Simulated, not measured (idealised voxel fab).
Process module under the name voxel air gaps
The width of the displayed cross-section, cut, is 140 nm; its cells are square, with a size of 5 nm.
Reading order for cross-sections: top band down to bottom band. Underlying form: a grid of square cells. Band size: one or more rows of cells.
In this notation a band is specified by the heights of its top and bottom, in that order and in nm, after which its materials appear from left to right, each paired with its width in nm. The word "throughout" attached to a single material means that material fills the band from edge to edge; the word "empty" stands for empty space.
Height datum 0, below which the as-received substrate wafer is one material. Lowest band open at the bottom, running downward: "z 0 and below".
A width given as "30->40" starts at the first number in the band's top row and ends at the second number in its bottom row, shifting by an equal amount at every step from row to row.
For the purposes of this document, the phrase "no alterations made" attached to a step denotes that no cell within the cross-section was modified by that step.
Empty spaces without an open route to the top, at least 8 cells in extent, make up the entry "Closed voids list"; each is given as width x height at distance, where the distance is measured from the left edge, and all are in nm.
Past the settings on a step's line: simulator remark, on that step.
A step's line can hold "overlay nm"; with a mask on that step, the setting says how far right of the planned place the mask lay, while a negative setting says it lay to the left.

## The following list gives the planned process steps
| 1 | RECEIVE: material Si |
| 2 | CONFORMAL_DEP: material SiO2, thk nm 15 |
| 3 | CONFORMAL_DEP: material SiN, thk nm 5 |
| 4 | DIRECTIONAL_DEP: material SiO2, thk nm 40 |
| 5 | DIRECTIONAL_DEP: material aC, thk nm 10 |
| 6 | PATTERN: tone open, mask id LINES, material resist, width nm 15, pitch nm 40, thk nm 25, overlay nm 0 |
| 7 | DIRECTIONAL_ETCH: etch materials aC, depth nm 10 |
| 8 | STRIP: etch materials resist |
| 9 | DIRECTIONAL_ETCH: etch materials SiO2, depth nm 40 |
| 10 | STRIP: etch materials aC |
| 11 | CONFORMAL_DEP: material TiN, thk nm 5 |
| 12 | FILL_DEP: material Ru, thk nm 5 |
| 13 | CMP: height nm 60 |
| 14 | EPI: material Ru, thk nm 10 |
| 15 | SELECTIVE_ETCH: etch materials SiO2, depth nm 50 |
| 16 | CONFORMAL_DEP: material SiCN, thk nm 5 |

## As-received wafer cross-section (after step 1)
	z 0 and below: Si throughout
	Closed voids list: none

## End-of-module cross-section. Starting structure and process plan as above; one mistake made in running it
	z 75 to 70: empty (10), then SiCN (125), then empty (5)
	z 70 to 60: empty (10), then SiCN (5), then Ru (35), then SiCN (5), then Ru (35), then SiCN (5), then Ru (35), then SiCN (5), then empty (5)
	z 60 to 55: empty (10), then SiCN (15), then TiN (5), then Ru (5), then TiN (5), then SiCN (25), then TiN (5), then Ru (5), then TiN (5), then SiCN (25), then TiN (5), then Ru (5), then TiN (5), then SiCN (15), then empty (5)
	z 55 to 25: empty (20), then SiCN (5), then TiN (5), then Ru (5), then TiN (5), then SiCN (5), then empty (15), then SiCN (5), then TiN (5), then Ru (5), then TiN (5), then SiCN (5), then empty (15), then SiCN (5), then TiN (5), then Ru (5), then TiN (5), then SiCN (5), then empty (15)
	z 25 to 20: SiCN (25), then TiN (15), then SiCN (25), then TiN (15), then SiCN (25), then TiN (15), then SiCN (20)
	z 20 to 15: SiN throughout
	z 15 to 0: SiO2 throughout
	z 0 and below: Si throughout
	Closed voids list: 15 x 30 at 45; 15 x 30 at 85
What was done differently from what was planned? for step 6, the planned setting was not used; the step was instead run as PATTERN: tone open, mask id LINES, material resist, width nm 15, pitch nm 40, thk nm 25, overlay nm 5
